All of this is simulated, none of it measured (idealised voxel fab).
The process module that follows is named voxel air gaps.
Each square cell in cross-section cut measures 5 nm, and the section as a whole is 175 nm wide.
Think of the cross-section as a grid of square cells. We describe it in bands, top to bottom, and each band covers one or more rows of those cells. Each band's line starts with the height of the band's top and of its bottom, in nm. Then come its materials from left to right, each with its width in nm. One material with "all across" fills the band from edge to edge. "air" is empty space. Convention: height 0 is the level below which the wafer, as received, is all one material. The lowest band does not terminate at the bottom but continues downward, represented as "from 0 down". Quick explanation for "30..40": the width changes in equal steps down the rows of cells, from the first number in the band's top row to the second number in its bottom row. The cross-section has no changed cell in any step marked "no alterations made". Empty spaces without an open route to the top, at least 8 cells in extent, make up the entry "Completely enclosed voids"; each is given as width x height at distance, where the distance is measured from the left edge, and all are in nm. Whatever follows a step's settings on its line is a remark the simulator itself makes about that step. "overlay nm" on a masked step: distance the mask lay right of its planned place, negative for left.
[List of planned process steps]
- 1: RECEIVE | material Si
- 2: CONFORMAL_DEP | material SiO2 | thk nm 10
- 3: CONFORMAL_DEP | material SiN | thk nm 5
- 4: DIRECTIONAL_DEP | material lowk | thk nm 40
- 5: PATTERN | tone open | mask id LINES | material resist | width nm 20 | pitch nm 45 | thk nm 20 | overlay nm 0
- 6: DIRECTIONAL_ETCH | etch materials lowk | depth nm 40
- 7: STRIP | etch materials resist
- 8: CONFORMAL_DEP | material TiN | thk nm 5
- 9: FILL_DEP | material Cu | thk nm 10
- 10: CMP | height nm 55
- 11: EPI | material Ru | thk nm 10
- 12: SELECTIVE_ETCH | etch materials lowk | depth nm 50
- 13: CONFORMAL_DEP | material SiN | thk nm 5
[Cross-sectional view of the wafer in its as-received condition, corresponding to the state after step 1]
from 0 down = Si all across
Completely enclosed voids: none
[Cross-sectional result after module completion. Note: starting condition and plan are unchanged from above; one processing mistake was made]
from 70 to 65 = 20 air  140 SiN  15 air
from 65 to 55 = 20 air  5 SiN  40 Ru  5 SiN  40 Ru  5 SiN  40 Ru  5 SiN  15 air
from 55 to 50 = 20 air  15 SiN  5 TiN  10 Cu  5 TiN  25 SiN  5 TiN  10 Cu  5 TiN  25 SiN  5 TiN  10 Cu  5 TiN  15 SiN  15 air
from 50 to 20 = 30 air  5 SiN  5 TiN  10 Cu  5 TiN  5 SiN  15 air  5 SiN  5 TiN  10 Cu  5 TiN  5 SiN  15 air  5 SiN  5 TiN  10 Cu  5 TiN  5 SiN  25 air
from 20 to 15 = 35 SiN  20 TiN  25 SiN  20 TiN  25 SiN  20 TiN  30 SiN
from 15 to 10 = SiN all across
from 10 to 0 = SiO2 all across
from 0 down = Si all across
Completely enclosed voids: 15 x 30 at 60; 15 x 30 at 105
Heads up, the wafer didn't run the way we planned it: heads up, step 5 didn't go per plan, it actually ran as PATTERN | tone open | mask id LINES | material resist | width nm 20 | pitch nm 45 | thk nm 20 | overlay nm 5
